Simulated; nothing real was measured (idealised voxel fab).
Process module name: voxel ribs on slabs
The width of the displayed cross-section, cut, is 155 nm; its cells are square, with a size of 5 nm.
Bands, listed from the top down, are how a cross-section gets written in this document; the cross-section itself is a grid of square cells, and a band is one or more rows of them. A band entry consists of two parts. The first gives the height of the band's top and the height of its bottom, in nm. The rest lists the band's materials from left to right, each with its width in nm. A single material labelled with the word "throughout" fills the band from edge to edge, and the word "empty" marks empty space. Ref level 0: as-received wafer is one material below here. Bottom band extends down with no lower bound ("from 0 down"). The width entry "30->40" should be interpreted row by row: the top row of cells in the band takes the first number, the bottom row takes the second number, and the change between adjacent rows is uniform throughout. Basically "nothing different" means that step didn't change any cell in the cross-section. The entry titled "Encapsulated voids" provides the empty spaces that have no open way to the top, restricted to those of 8 cells or more. Each is presented as width x height at distance, the distance being measured from the left edge, with all three in nm. Where a step's line continues beyond its settings, the continuation is a remark by the simulator itself on that step. "overlay nm" answers the question of how far to the right of plan the mask lay on a step that has a mask, and when it is negative the answer is to the left.
# The following list gives the planned process steps
1 RECEIVE [material Si]
2 DIRECTIONAL_DEP [material SiO2] [thk nm 20]
3 DIRECTIONAL_DEP [material SiN] [thk nm 25]
4 PATTERN [tone cover] [mask id RIB] [material resist] [width nm 30] [thk nm 20] [overlay nm 0]
5 DIRECTIONAL_ETCH [etch materials SiN] [depth nm 15]
6 STRIP [etch materials resist]
7 MASKED_ETCH [tone cover] [mask id SLAB] [width nm 90] [etch materials SiN] [depth nm 10] [overlay nm 0]
8 FILL_DEP [material SiO2] [thk nm 15]
9 CMP [height nm 55]
10 DIRECTIONAL_DEP [material W] [thk nm 10]
11 PATTERN [tone cover] [mask id HEATER] [material resist] [width nm 40] [thk nm 20] [overlay nm 0]
12 DIRECTIONAL_ETCH [etch materials W] [depth nm 10]
13 STRIP [etch materials resist]
14 CONFORMAL_DEP [material SiO2] [thk nm 5]
# Delivered wafer in cross-section: state after step 1
	from 0 down: Si throughout
	Encapsulated voids: none
# Starting wafer: above. Plan: above. Run: one mistake. Cross-section after the module: below
	from 70 to 65: 55 nm empty / 40 nm SiO2 / 60 nm empty
	from 65 to 60: 55 nm empty / 5 nm SiO2 / 30 nm W / 5 nm SiO2 / 60 nm empty
	from 60 to 55: 60 nm SiO2 / 30 nm W / 65 nm SiO2
	from 55 to 45: SiO2 throughout
	from 45 to 30: 60 nm SiO2 / 30 nm SiN / 65 nm SiO2
	from 30 to 20: 30 nm SiO2 / 90 nm SiN / 35 nm SiO2
	from 20 to 0: SiO2 throughout
	from 0 down: Si throughout
	Encapsulated voids: none
what went wrong: planned and actual differ for step 11; actual: PATTERN [tone cover] [mask id HEATER] [material resist] [width nm 30] [thk nm 20] [overlay nm 0]
